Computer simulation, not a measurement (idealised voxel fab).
voxel wiring stack: a process module
Pictured: cross-section cut, 240 nm wide, on a grid of 5 nm square cells.
Cross-section = grid of square cells, listed top down in bands; band = one or more rows. Top, bottom (nm), then materials left to right with widths (nm); lone material tagged "all across" fills the whole band edge to edge; "air" = empty space. Note: height 0 marks the level under which the wafer is uniformly one material as received. Lowest band unbounded below, written "0 down". Graded width ("30->40"): value in top row of band = first number; value in bottom row = second number; row-to-row change constant. When a step is marked "no alterations made", none of the cells in the cross-section changed during that step. Each empty space that has no open way to the top and spans at least 8 cells appears under "Sealed cavities" as width x height at distance, the distance counted from the left edge, all in nm. Post-settings text on a step line: simulator's own remark regarding the step. overlay nm: mask right of planned place by this much (step with mask). Neg. = left.

The steps planned for the process are as follows:
1) RECEIVE [material Si]
2) CONFORMAL_DEP [material SiO2] [thk nm 10]
3) DIRECTIONAL_DEP [material TiN] [thk nm 5]
4) DIRECTIONAL_DEP [material W] [thk nm 25]
5) MASKED_ETCH [tone cover] [mask id METAL_1] [width nm 20] [pitch nm 40] [etch materials W] [depth nm 25] [overlay nm 0]
6) MASKED_ETCH [tone cover] [mask id METAL_1] [width nm 20] [pitch nm 40] [etch materials TiN] [depth nm 5] [overlay nm 0]
7) FILL_DEP [material lowk] [thk nm 5]
8) CMP [height nm 40]
9) CONFORMAL_DEP [material SiCN] [thk nm 5]
10) DIRECTIONAL_DEP [material lowk] [thk nm 10]
11) MASKED_ETCH [tone open] [mask id PLUG_1] [width nm 15] [pitch nm 40] [etch materials lowk] [depth nm 10] [overlay nm 0]
12) MASKED_ETCH [tone open] [mask id PLUG_1] [width nm 15] [pitch nm 40] [etch materials SiCN] [depth nm 5] [overlay nm 0]
13) EPI [material Ru] [thk nm 10]
14) EPI [material Ru] [thk nm 5]
15) CONFORMAL_DEP [material SiCN] [thk nm 5]
16) DIRECTIONAL_DEP [material lowk] [thk nm 15]
17) PATTERN [tone open] [mask id METAL_2] [material resist] [width nm 20] [pitch nm 40] [thk nm 15] [overlay nm 0]
18) DIRECTIONAL_ETCH [etch materials lowk] [depth nm 15]
19) DIRECTIONAL_ETCH [etch materials SiCN] [depth nm 5]
20) STRIP [etch materials resist]
21) CONFORMAL_DEP [material TiN] [thk nm 5]
22) FILL_DEP [material Cu] [thk nm 10]
23) CMP [height nm 75]
24) EPI [material Ru] [thk nm 5]
25) FILL_DEP [material SiCN] [thk nm 5]
26) DIRECTIONAL_DEP [material lowk] [thk nm 20]
27) MASKED_ETCH [tone open] [mask id PLUG_2] [width nm 15] [pitch nm 80] [etch materials lowk] [depth nm 20] [overlay nm 0]
28) MASKED_ETCH [tone open] [mask id PLUG_2] [width nm 15] [pitch nm 80] [etch materials SiCN] [depth nm 5] [overlay nm 0]
29) EPI [material Ru] [thk nm 10]
30) EPI [material Ru] [thk nm 10]
31) EPI [material Ru] [thk nm 5]
32) CONFORMAL_DEP [material SiCN] [thk nm 5]
33) DIRECTIONAL_DEP [material lowk] [thk nm 25]
34) PATTERN [tone open] [mask id METAL_3] [material resist] [width nm 20] [pitch nm 40] [thk nm 20] [overlay nm 0]
35) DIRECTIONAL_ETCH [etch materials lowk] [depth nm 25]
36) DIRECTIONAL_ETCH [etch materials SiCN] [depth nm 5]
37) STRIP [etch materials resist]
38) CONFORMAL_DEP [material TiN] [thk nm 5]
39) FILL_DEP [material Ru] [thk nm 10]
40) CMP [height nm 135]
41) CONFORMAL_DEP [material SiCN] [thk nm 5]

As-received wafer cross-section (after step 1):
	0 down  Si all across
	Sealed cavities: none

Cross-sectional view of the first of the two wafers upon completion of the module, processed in accordance with the plan:
	140 to 135  SiCN all across
	135 to 110  50 nm lowk, then 5 nm TiN, then 10 nm Ru, then 5 nm TiN, then 20 nm lowk, then 5 nm TiN, then 10 nm Ru, then 5 nm TiN, then 20 nm lowk, then 5 nm TiN, then 10 nm Ru, then 5 nm TiN, then 20 nm lowk, then 5 nm TiN, then 10 nm Ru, then 5 nm TiN, then 50 nm lowk
	110 to 105  50 nm SiCN, then 20 nm TiN, then 20 nm SiCN, then 20 nm TiN, then 20 nm SiCN, then 20 nm TiN, then 20 nm SiCN, then 20 nm TiN, then 50 nm SiCN
	105 to 85  50 nm lowk, then 15 nm Ru, then 65 nm lowk, then 15 nm Ru, then 95 nm lowk
	85 to 80  50 nm SiCN, then 15 nm Ru, then 65 nm SiCN, then 15 nm Ru, then 95 nm SiCN
	80 to 75  45 nm SiCN, then 30 nm Ru, then 10 nm SiCN, then 30 nm Ru, then 10 nm SiCN, then 30 nm Ru, then 10 nm SiCN, then 30 nm Ru, then 45 nm SiCN
	75 to 60  50 nm lowk, then 5 nm TiN, then 10 nm Cu, then 5 nm TiN, then 20 nm lowk, then 5 nm TiN, then 10 nm Cu, then 5 nm TiN, then 20 nm lowk, then 5 nm TiN, then 10 nm Cu, then 5 nm TiN, then 20 nm lowk, then 5 nm TiN, then 10 nm Cu, then 5 nm TiN, then 50 nm lowk
	60 to 55  50 nm SiCN, then 20 nm TiN, then 20 nm SiCN, then 20 nm TiN, then 20 nm SiCN, then 20 nm TiN, then 20 nm SiCN, then 20 nm TiN, then 50 nm SiCN
	55 to 45  50 nm lowk, then 15 nm Ru, then 25 nm lowk, then 15 nm Ru, then 25 nm lowk, then 15 nm Ru, then 25 nm lowk, then 15 nm Ru, then 55 nm lowk
	45 to 40  50 nm SiCN, then 15 nm Ru, then 25 nm SiCN, then 15 nm Ru, then 25 nm SiCN, then 15 nm Ru, then 25 nm SiCN, then 15 nm Ru, then 55 nm SiCN
	40 to 15  50 nm lowk, then 20 nm W, then 20 nm lowk, then 20 nm W, then 20 nm lowk, then 20 nm W, then 20 nm lowk, then 20 nm W, then 50 nm lowk
	15 to 10  50 nm lowk, then 20 nm TiN, then 20 nm lowk, then 20 nm TiN, then 20 nm lowk, then 20 nm TiN, then 20 nm lowk, then 20 nm TiN, then 50 nm lowk
	10 to 0  SiO2 all across
	0 down  Si all across
	Sealed cavities: none

Cross-sectional image of the second wafer of the two following completion of the module. Starting state and process plan were the same as for the first wafer; one execution error occurred:
	140 to 135  SiCN all across
	135 to 130  50 nm SiCN, then 20 nm TiN, then 20 nm SiCN, then 20 nm TiN, then 20 nm SiCN, then 20 nm TiN, then 20 nm SiCN, then 20 nm TiN, then 50 nm SiCN
	130 to 105  lowk all across
	105 to 85  50 nm lowk, then 15 nm Ru, then 65 nm lowk, then 15 nm Ru, then 95 nm lowk
	85 to 80  50 nm SiCN, then 15 nm Ru, then 65 nm SiCN, then 15 nm Ru, then 95 nm SiCN
	80 to 75  45 nm SiCN, then 30 nm Ru, then 10 nm SiCN, then 30 nm Ru, then 10 nm SiCN, then 30 nm Ru, then 10 nm SiCN, then 30 nm Ru, then 45 nm SiCN
	75 to 60  50 nm lowk, then 5 nm TiN, then 10 nm Cu, then 5 nm TiN, then 20 nm lowk, then 5 nm TiN, then 10 nm Cu, then 5 nm TiN, then 20 nm lowk, then 5 nm TiN, then 10 nm Cu, then 5 nm TiN, then 20 nm lowk, then 5 nm TiN, then 10 nm Cu, then 5 nm TiN, then 50 nm lowk
	60 to 55  50 nm SiCN, then 20 nm TiN, then 20 nm SiCN, then 20 nm TiN, then 20 nm SiCN, then 20 nm TiN, then 20 nm SiCN, then 20 nm TiN, then 50 nm SiCN
	55 to 45  50 nm lowk, then 15 nm Ru, then 25 nm lowk, then 15 nm Ru, then 25 nm lowk, then 15 nm Ru, then 25 nm lowk, then 15 nm Ru, then 55 nm lowk
	45 to 40  50 nm SiCN, then 15 nm Ru, then 25 nm SiCN, then 15 nm Ru, then 25 nm SiCN, then 15 nm Ru, then 25 nm SiCN, then 15 nm Ru, then 55 nm SiCN
	40 to 15  50 nm lowk, then 20 nm W, then 20 nm lowk, then 20 nm W, then 20 nm lowk, then 20 nm W, then 20 nm lowk, then 20 nm W, then 50 nm lowk
	15 to 10  50 nm lowk, then 20 nm TiN, then 20 nm lowk, then 20 nm TiN, then 20 nm lowk, then 20 nm TiN, then 20 nm lowk, then 20 nm TiN, then 50 nm lowk
	10 to 0  SiO2 all across
	0 down  Si all across
	Sealed cavities: none
It is concluded that the wafer was processed incorrectly with respect to the plan, in that a sequencing error occurred in which plan steps 32 and 33 were transposed
Cell-count delta at end, second wafer over first, by material: Ru: 40 fewer; TiN: 40 fewer; lowk: 80 more
